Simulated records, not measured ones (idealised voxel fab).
The process module presented herein is designated voxel fin reveal.
We display cut, a cross-section 175 nm in width whose square cells are each 5 nm.
A cross-section in this document is a grid of square cells, and it is written down as bands, the top band listed before the ones below it; a band is made up of one or more rows of cells. Basically the band line says how high the top is and how high the bottom is, in nm, and then what's in it from left to right, every material with its width in nm. Empty space shows up as "air", and if a single material carries "throughout" it runs the full band edge to edge. It should be noted that heights are counted from 0, beneath which the wafer as supplied is of one material throughout, and that the lowest band possesses no lower boundary but continues downward, as written in "from 0 down". A width such as "30->40" changes by the same amount from each row of cells to the next, from the band's top row to its bottom row. "left unchanged", as given for a step, is the statement that not any cell of the cross-section underwent a change during that step. "Sealed internal voids" contains a list of empty spaces, each no smaller than 8 cells and without an open way to the top, written in the form width x height at distance with the distance from the left edge and all three in nm. Text after the settings on a step's line: the simulator's own remark on that step. "overlay nm" on a masked step: distance the mask lay right of its planned place, negative for left.

Here's what the planned process steps look like
1,op RECEIVE | material Si
2,op CONFORMAL_DEP | material SiN | thk nm 5
3,op MASKED_ETCH | tone cover | mask id FINS | width nm 15 | pitch nm 40 | etch materials SiN | depth nm 5 | overlay nm 0
4,op MASKED_ETCH | tone cover | mask id FINS | width nm 15 | pitch nm 40 | etch materials Si | depth nm 30 | overlay nm 0
5,op FILL_DEP | material SiO2 | thk nm 10
6,op CMP | height nm 5
7,op SELECTIVE_ETCH | etch materials SiO2 | depth nm 25
8,op STRIP | etch materials SiN

Delivered wafer in cross-section: state after step 1
> from 0 down | Si throughout
> Sealed internal voids: none

Same starting wafer, same plan as above, one mistake in the execution; this is the cross-section at the end of the module
> from 5 to 0 | 40 of air | 15 of SiN | 25 of air | 15 of SiN | 25 of air | 15 of SiN | 40 of air
> from 0 to -20 | 40 of air | 15 of Si | 25 of air | 15 of Si | 25 of air | 15 of Si | 40 of air
> from -20 to -30 | 40 of SiO2 | 15 of Si | 25 of SiO2 | 15 of Si | 25 of SiO2 | 15 of Si | 40 of SiO2
> from -30 down | Si throughout
> Sealed internal voids: none
What went wrong in running the wafer? plan step 8 never ran because it was skipped
